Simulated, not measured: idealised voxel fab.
Process module, titled voxel quadruple lines
The cross-section shown here is cut; it is 255 nm wide and divided into square cells measuring 5 nm on a side.
We lay out every cross-section as a grid of square cells and spell it out in bands from the top down, where one band means one or more rows of cells.
In this notation a band is specified by the heights of its top and bottom, in that order and in nm, after which its materials appear from left to right, each paired with its width in nm. The word "all across" attached to a single material means that material fills the band from edge to edge; the word "empty" stands for empty space.
A quick word on heights: they are counted from 0, and under that level the wafer as it came to us is one material throughout. The lowest band is different from the rest in having no bottom; it simply continues downward, written as in "top 0, no bottom".
With a width like "30..40", each row of cells in the band differs from the next by the same amount, the top row carrying the first number and the bottom row the second.
"no change" means the step left every cell of the cross-section as it was.
"Sealed-off cavities" contains a list of empty spaces, each no smaller than 8 cells and without an open way to the top, written in the form width x height at distance with the distance from the left edge and all three in nm.
That trailing text on a step's line, after the settings, is the simulator's own remark on the step.
overlay nm: how far to the right of its planned place the mask lay on this masked step (negative: to the left).
-- The following list gives the planned process steps
- 1: RECEIVE [material Si]
- 2: CONFORMAL_DEP [material SiO2] [thk nm 10]
- 3: DIRECTIONAL_DEP [material Ru] [thk nm 10]
- 4: DIRECTIONAL_DEP [material polySi] [thk nm 20]
- 5: DIRECTIONAL_DEP [material aC] [thk nm 20]
- 6: PATTERN [tone cover] [mask id MANDREL] [material resist] [width nm 35] [thk nm 30] [overlay nm 0]
- 7: DIRECTIONAL_ETCH [etch materials aC] [depth nm 20]
- 8: STRIP [etch materials resist]
- 9: CONFORMAL_DEP [material SiO2] [thk nm 15]
- 10: DIRECTIONAL_ETCH [etch materials SiO2] [depth nm 15]
- 11: STRIP [etch materials aC]
- 12: DIRECTIONAL_ETCH [etch materials polySi] [depth nm 20]
- 13: STRIP [etch materials SiO2]
- 14: CONFORMAL_DEP [material SiCN] [thk nm 10]
- 15: DIRECTIONAL_ETCH [etch materials SiCN] [depth nm 10]
- 16: STRIP [etch materials polySi]
- 17: DIRECTIONAL_ETCH [etch materials Ru] [depth nm 10]
- 18: STRIP [etch materials SiCN]
- 19: FILL_DEP [material lowk] [thk nm 5]
- 20: CMP [height nm 20]
-- Here's what the wafer looked like in cross-section when it arrived - that's after step 1
* top 0, no bottom = Si all across
* Sealed-off cavities: none
-- Sectioned view, first of two wafers, at the close of the module, processed as intended in the plan
* top 20, bottom 10 = lowk=85  Ru=10  lowk=15  Ru=10  lowk=15  Ru=10  lowk=15  Ru=10  lowk=85
* top 10, bottom 0 = SiO2 all across
* top 0, no bottom = Si all across
* Sealed-off cavities: none
-- Wafer two (of two), end-of-module cross-section: start = wafer one, plan = wafer one, one run mistake
* top 20, bottom 10 = lowk=85  Ru=10  lowk=15  Ru=10  lowk=20  Ru=10  lowk=15  Ru=10  lowk=80
* top 10, bottom 0 = SiO2 all across
* top 0, no bottom = Si all across
* Sealed-off cavities: none
Against the plan, the run slipped here: step 6 ran differently from the plan; actual operation with settings: PATTERN [tone cover] [mask id MANDREL] [material resist] [width nm 40] [thk nm 30] [overlay nm 0]
When the process is done, the second wafer contains the same cell count of every material as the first wafer, but distributed over other locations.
